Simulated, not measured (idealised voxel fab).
The document below concerns the process module designated voxel fin reveal.
cross-section cut | 275 nm wide | cells 5 nm
Heads up, the way a cross-section reads in here is a grid of square cells, handed over as bands from the top down, with every band being one or more rows of cells. Top, bottom (nm), then materials left to right with widths (nm); lone material tagged "full width" fills the whole band edge to edge; "blank" = empty space. Note: height 0 marks the level under which the wafer is uniformly one material as received. Lowest band unbounded below, written "0 down". A two-number width, for instance "30->40", indicates that the width is equal to the first number in the top row of the band and to the second number in the bottom row, and that it changes by a constant amount per row of cells. Given "no change" for a step, no cell of the cross-section differs between before and after that step. Look at "Trapped voids" for the closed voids: empty spaces with no open path to the top, sized 8 cells or up. Each is width x height at distance, distance from the left edge, all nm. Anything after a step's settings on that line? It's the simulator's own note about the step. A step line may carry the setting "overlay nm", which, for steps involving a mask, states the distance by which the mask lay to the right of its intended position; negative values denote displacement to the left.

**Planned step list for the process**
- 1: RECEIVE: material Si
- 2: CONFORMAL_DEP: material SiN, thk nm 5
- 3: PATTERN: tone cover, mask id FINS, material resist, width nm 15, pitch nm 35, thk nm 20, overlay nm 0
- 4: DIRECTIONAL_ETCH: etch materials SiN, depth nm 5
- 5: DIRECTIONAL_ETCH: etch materials Si, depth nm 30
- 6: STRIP: etch materials resist
- 7: FILL_DEP: material SiO2, thk nm 5
- 8: CMP: height nm 5
- 9: SELECTIVE_ETCH: etch materials SiO2, depth nm 15
- 10: STRIP: etch materials SiN

**First of two wafers - as planned**

**The cross-section here shows the wafer as received, i.e. in its state after step 1**
    0 down = Si full width
    Trapped voids: none

**Cross-section of the wafer after step 2**
    5 to 0 = SiN full width
    Under the height 0 nothing was changed.

**Cross-section of the wafer after step 3**
    25 to 5 = blank 95  resist 15  blank 20  resist 15  blank 20  resist 15  blank 95
    Under the height 5 nothing was changed.

**Cross-section of the wafer after step 4**
    25 to 5 = blank 95  resist 15  blank 20  resist 15  blank 20  resist 15  blank 95
    5 to 0 = blank 95  SiN 15  blank 20  SiN 15  blank 20  SiN 15  blank 95
    Under the height 0 nothing was changed.

**Cross-section of the wafer after step 5**
    25 to 5 = blank 95  resist 15  blank 20  resist 15  blank 20  resist 15  blank 95
    5 to 0 = blank 95  SiN 15  blank 20  SiN 15  blank 20  SiN 15  blank 95
    0 to -30 = blank 95  Si 15  blank 20  Si 15  blank 20  Si 15  blank 95
    Under the height -30 nothing was changed.

**Cross-section of the wafer after step 6**
    5 to 0 = blank 95  SiN 15  blank 20  SiN 15  blank 20  SiN 15  blank 95
    Under the height 0 nothing was changed.

**Cross-section of the wafer after step 7**
    10 to 5 = SiO2 full width
    5 to 0 = SiO2 95  SiN 15  SiO2 20  SiN 15  SiO2 20  SiN 15  SiO2 95
    0 to -30 = SiO2 95  Si 15  SiO2 20  Si 15  SiO2 20  Si 15  SiO2 95
    Under the height -30 nothing was changed.

**Cross-section of the wafer after step 8**
    5 to 0 = SiO2 95  SiN 15  SiO2 20  SiN 15  SiO2 20  SiN 15  SiO2 95
    Under the height 0 nothing was changed.

**Cross-section of the wafer after step 9**
    5 to 0 = blank 95  SiN 15  blank 20  SiN 15  blank 20  SiN 15  blank 95
    0 to -10 = blank 95  Si 15  blank 20  Si 15  blank 20  Si 15  blank 95
    Under the height -10 nothing was changed.

**Cross-section of the wafer after step 10**
    0 to -10 = blank 95  Si 15  blank 20  Si 15  blank 20  Si 15  blank 95
    Under the height -10 nothing was changed.

**The second wafer was prepared from the same starting point and under the same plan as the first; its processing contained one mistake, and it remains indistinguishable from the first wafer up to and including step 7**

**The second wafer in cross-section, at the planned close of step 8**
    -5 to -30 = SiO2 95  Si 15  SiO2 20  Si 15  SiO2 20  Si 15  SiO2 95
    Under the height -30 nothing was changed.

**The second wafer in cross-section, at the planned close of step 9**
    -5 to -20 = blank 95  Si 15  blank 20  Si 15  blank 20  Si 15  blank 95
    Under the height -20 nothing was changed.

The second wafer in cross-section, at the planned close of step 10: no change
Processing error: step 8 ran differently from the plan; actual operation with settings: CMP: height nm -5
Final cells, second wafer relative to first, materials higher or lower: 9 fewer of Si | 92 fewer of SiO2
